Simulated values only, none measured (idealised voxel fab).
process module | voxel fin reveal
cross-section cut | 280 nm wide | cells 5 nm
A cross-section is a grid of square cells, given in bands from the top down. A band is one or more rows of cells.
Each band's line starts with the height of the band's top and of its bottom, in nm. Then come its materials from left to right, each with its width in nm. One material with "throughout" fills the band from edge to edge. "air" is empty space.
Height 0 is the level under which the wafer as received is all one material. The lowest band goes on downwards, as in "0 down".
A width such as "30 to 40" changes by the same amount from each row of cells to the next, from the band's top row to its bottom row.
"no change" after a step means that no cell of the cross-section changed.
closed voids: empty space of 8 cells or more with no open way to the top, each as width x height at its distance from the left edge, in nm
after a step's settings: what the simulator itself notes on the step
overlay nm, on a step with a mask: how far to the right of its planned place the mask lay; to the left if negative
plan
1 op RECEIVE | material Si
2 op CONFORMAL_DEP | material SiN | thk nm 5
3 op PATTERN | tone cover | mask id FINS | material resist | width nm 15 | pitch nm 40 | thk nm 20 | overlay nm 0
4 op DIRECTIONAL_ETCH | etch materials SiN | depth nm 5
5 op DIRECTIONAL_ETCH | etch materials Si | depth nm 40
6 op STRIP | etch materials resist
7 op OXIDIZE | depth nm 5
8 op FILL_DEP | material SiO2 | thk nm 15
9 op CMP | height nm 5
10 op SELECTIVE_ETCH | etch materials SiO2 | depth nm 35
11 op STRIP | etch materials SiN
as received, after step 1
  0 down: Si throughout
  closed voids: none
first wafer at the end, as planned
  0 to -30: air 75 | Si 5 | air 35 | Si 5 | air 35 | Si 5 | air 35 | Si 5 | air 80
  -30 to -45: SiO2 75 | Si 5 | SiO2 35 | Si 5 | SiO2 35 | Si 5 | SiO2 35 | Si 5 | SiO2 80
  -45 down: Si throughout
  closed voids: none
second wafer at the end: like start, like plan, one mistake
  0 to -40: air 75 | Si 5 | air 35 | Si 5 | air 35 | Si 5 | air 35 | Si 5 | air 80
  -40 to -45: SiO2 75 | Si 5 | SiO2 35 | Si 5 | SiO2 35 | Si 5 | SiO2 35 | Si 5 | SiO2 80
  -45 down: Si throughout
  closed voids: none
what went wrong: step 10 ran as: op SELECTIVE_ETCH | etch materials SiO2 | depth nm 45
at the end the second wafer has, in cells: 104 fewer of SiO2
